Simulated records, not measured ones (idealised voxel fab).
A process module follows: voxel air gaps.
The cross-section shown here is cut; it is 250 nm wide and divided into square cells measuring 5 nm on a side.
Cross-section layout: square cells on a grid; listed as bands, top to bottom; a band spans one or more cell rows.
Quick guide to a band line: top height, bottom height (nm) up front; then every material left to right with its width in nm. Only one material and it's marked "all across"? Then it fills the band edge to edge. And "air" just means empty space.
Basically, 0 is our baseline, since under it the wafer straight out of the box is all one material. The bottom band has no lower end and keeps on going down, so it looks like "0..down".
Width "30..40": first value at the band's top row of cells, second value at its bottom row, equal change from row to row.
It should be understood that the words "nothing altered", when stated for a given step, signify that the cross-section underwent no change in any of its cells during that step.
Any empty space of 8 cells or more lacking an open way to the top shows up in "Trapped cavities" as width x height at distance, distance from the left edge, in nm.
Where a step's line continues beyond its settings, the continuation is a remark by the simulator itself on that step.
When a step includes a mask, the "overlay nm" setting on its line states how far to the right of its planned place that mask lay, and negative values state how far to the left.
### Process steps (planned)
1) RECEIVE [material Si]
2) CONFORMAL_DEP [material SiO2] [thk nm 15]
3) CONFORMAL_DEP [material SiN] [thk nm 5]
4) DIRECTIONAL_DEP [material SiO2] [thk nm 40]
5) PATTERN [tone open] [mask id LINES] [material resist] [width nm 25] [pitch nm 55] [thk nm 15] [overlay nm 0]
6) DIRECTIONAL_ETCH [etch materials SiO2] [depth nm 40]
7) STRIP [etch materials resist]
8) CONFORMAL_DEP [material TiN] [thk nm 5]
9) FILL_DEP [material W] [thk nm 5]
10) CMP [height nm 60]
11) EPI [material Ru] [thk nm 10]
12) SELECTIVE_ETCH [etch materials SiO2] [depth nm 50]
13) CONFORMAL_DEP [material SiN] [thk nm 5]
### Delivered wafer in cross-section: state after step 1
    0..down  Si all across
    Trapped cavities: none
### The module was run from the start shown above using the plan shown above, but one mistake was made doing it; the resulting wafer cross-section is below
    75..70  40 of air / 165 of TiN / 45 of air
    70..60  40 of air / 5 of TiN / 45 of Ru / 10 of TiN / 45 of Ru / 10 of TiN / 45 of Ru / 5 of TiN / 45 of air
    60..55  40 of air / 20 of TiN / 15 of W / 40 of TiN / 15 of W / 40 of TiN / 15 of W / 20 of TiN / 45 of air
    55..25  50 of air / 10 of TiN / 15 of W / 10 of TiN / 20 of air / 10 of TiN / 15 of W / 10 of TiN / 20 of air / 10 of TiN / 15 of W / 10 of TiN / 55 of air
    25..20  TiN all across
    20..15  SiN all across
    15..0  SiO2 all across
    0..down  Si all across
    Trapped cavities: 20 x 30 at 85; 20 x 30 at 140
Want to know what went wrong? planned and actual differ for step 13; actual: CONFORMAL_DEP [material TiN] [thk nm 5]
